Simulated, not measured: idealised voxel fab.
process module | voxel self aligned vias
cross-section cut | 285 nm wide | cells 5 nm
A cross-section is a grid of square cells, given in bands from the top down. A band is one or more rows of cells.
Each band's line starts with the height of the band's top and of its bottom, in nm. Then come its materials from left to right, each with its width in nm. One material with "throughout" fills the band from edge to edge. "air" is empty space.
Height 0 is the level under which the wafer as received is all one material. The lowest band goes on downwards, as in "0 down".
A width such as "30 to 40" changes by the same amount from each row of cells to the next, from the band's top row to its bottom row.
"no change" after a step means that no cell of the cross-section changed.
closed voids: empty space of 8 cells or more with no open way to the top, each as width x height at its distance from the left edge, in nm
after a step's settings: what the simulator itself notes on the step
overlay nm, on a step with a mask: how far to the right of its planned place the mask lay; to the left if negative
plan
1 op RECEIVE | material Si
2 op CONFORMAL_DEP | material SiO2 | thk nm 15
3 op CONFORMAL_DEP | material SiCN | thk nm 5
4 op DIRECTIONAL_DEP | material SiO2 | thk nm 25
5 op DIRECTIONAL_DEP | material aC | thk nm 10
6 op PATTERN | tone open | mask id LINES | material resist | width nm 20 | pitch nm 55 | thk nm 30 | overlay nm 0
7 op DIRECTIONAL_ETCH | etch materials aC | depth nm 5
8 op STRIP | etch materials resist
9 op DIRECTIONAL_ETCH | etch materials SiO2 | depth nm 25
10 op STRIP | etch materials aC
11 op CONFORMAL_DEP | material TiN | thk nm 5
12 op FILL_DEP | material Ru | thk nm 5
13 op CMP | height nm 45
14 op SELECTIVE_ETCH | etch materials W Ru TiN | depth nm 10
15 op FILL_DEP | material SiN | thk nm 10
16 op CMP | height nm 45
17 op DIRECTIONAL_DEP | material SiO2 | thk nm 20
18 op PATTERN | tone open | mask id VIAS | material resist | width nm 30 | pitch nm 55 | thk nm 15 | overlay nm 0
19 op DIRECTIONAL_ETCH | etch materials SiO2 | depth nm 20
20 op DIRECTIONAL_ETCH | etch materials SiN | depth nm 10
21 op STRIP | etch materials resist
22 op CONFORMAL_DEP | material TiN | thk nm 5
23 op FILL_DEP | material W | thk nm 10
24 op CMP | height nm 65
25 op CONFORMAL_DEP | material SiN | thk nm 5
varied across the wafers: depth nm of step 7. The plan shows the first wafer's value. All wafers start alike
first wafer as received, after step 1
  0 down: Si throughout
  closed voids: none
first wafer at the end, after step 25
  70 to 65: SiN throughout
  65 to 50: SiO2 70 | TiN 5 | W 20 | TiN 5 | SiO2 25 | TiN 5 | W 20 | TiN 5 | SiO2 25 | TiN 5 | W 20 | TiN 5 | SiO2 75
  50 to 45: SiO2 70 | TiN 30 | SiO2 25 | TiN 30 | SiO2 25 | TiN 30 | SiO2 75
  45 to 20: SiO2 throughout
  20 to 15: SiCN throughout
  15 to 0: SiO2 throughout
  0 down: Si throughout
  closed voids: none
last wafer at the end
  70 to 65: SiN throughout
  65 to 50: SiO2 70 | TiN 5 | W 20 | TiN 5 | SiO2 25 | TiN 5 | W 20 | TiN 5 | SiO2 25 | TiN 5 | W 20 | TiN 5 | SiO2 75
  50 to 40: SiO2 70 to 75 | TiN 10 to 5 | W 10 | TiN 10 to 5 | SiO2 25 to 35 | TiN 10 to 5 | W 10 | TiN 10 to 5 | SiO2 25 to 35 | TiN 10 to 5 | W 10 | TiN 10 to 5 | SiO2 75 to 80
  40 to 35: SiO2 75 | TiN 20 | SiO2 35 | TiN 20 | SiO2 35 | TiN 20 | SiO2 80
  35 to 25: SiO2 75 | TiN 5 | Ru 10 | TiN 5 | SiO2 35 | TiN 5 | Ru 10 | TiN 5 | SiO2 35 | TiN 5 | Ru 10 | TiN 5 | SiO2 80
  25 to 20: SiO2 75 | TiN 20 | SiO2 35 | TiN 20 | SiO2 35 | TiN 20 | SiO2 80
  20 to 15: SiCN throughout
  15 to 0: SiO2 throughout
  0 down: Si throughout
  closed voids: none
each wafer at the end: cells of each material gained (+) or lost (-) since it was received, then its closed voids
depth nm 5 | +57 SiCN | +57 SiN | +612 SiO2 | +36 TiN | +36 W | closed voids: none
depth nm 10 | +12 Ru | +57 SiCN | +57 SiN | +552 SiO2 | +72 TiN | +48 W | closed voids: none
depth nm 15 | +12 Ru | +57 SiCN | +57 SiN | +552 SiO2 | +72 TiN | +48 W | closed voids: none
depth nm 20 | +12 Ru | +57 SiCN | +57 SiN | +552 SiO2 | +72 TiN | +48 W | closed voids: none
depth nm 25 | +12 Ru | +57 SiCN | +57 SiN | +552 SiO2 | +72 TiN | +48 W | closed voids: none
